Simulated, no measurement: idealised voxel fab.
A process module follows: voxel plated lines.
Section cut is 235 nm wide and gridded with 5 nm square cells.
A cross-section is written here as square cells arranged in a grid, and it is given in bands from the top down, each band taking up one or more rows of cells.
Look at the band entry: it leads with the top's height and the bottom's height in nm. Then it lists the materials left to right, with a width in nm for each. The word "throughout" on a single material says that material fills the band edge to edge. The word "blank" is empty space.
Heads up on the height convention: 0 is the point under which the incoming wafer is all one material, and the lowest band has no bottom, it just keeps going down, like "top 0, no bottom".
A width given as "30->40" starts at the first number in the band's top row and ends at the second number in its bottom row, shifting by an equal amount at every step from row to row.
"no alteration" after a step means that no cell of the cross-section changed.
Empty spaces without an open route to the top, at least 8 cells in extent, make up the entry "Closed void listing"; each is given as width x height at distance, where the distance is measured from the left edge, and all are in nm.
What comes after the settings on a step's line is commentary from the simulator itself on that step.
For masked steps, "overlay nm" on the step line gives how far right of plan the mask actually lay; a minus sign means it lay to the left.
[Set out below are the planned steps of the process]
1) RECEIVE, material Si
2) CONFORMAL_DEP, material SiO2, thk nm 15
3) DIRECTIONAL_DEP, material TiN, thk nm 5
4) PATTERN, tone open, mask id LINES, material resist, width nm 15, pitch nm 45, thk nm 20, overlay nm 0
5) EPI, material Ru, thk nm 10
6) STRIP, etch materials resist
7) DIRECTIONAL_ETCH, etch materials TiN, depth nm 5
8) CONFORMAL_DEP, material SiO2, thk nm 5
Heads up: all these wafers start the same, and what changes between them is the width nm in step 4. The value you see in the plan is just what the first wafer got.
[Step 1 complete: as-received cross-section of the first of several wafers]
> top 0, no bottom | Si throughout
> Closed void listing: none
[Below, a row for every wafer. Read it as the end-of-module picture: for each material the wafer shows its cells gained (+) or lost (-) since it was received, and then its closed voids]
width nm 15; +18 Ru; +206 SiO2; +9 TiN; Closed void listing: none
width nm 20; +24 Ru; +206 SiO2; +12 TiN; Closed void listing: none
width nm 25; +30 Ru; +206 SiO2; +15 TiN; Closed void listing: none
width nm 30; +36 Ru; +206 SiO2; +18 TiN; Closed void listing: none
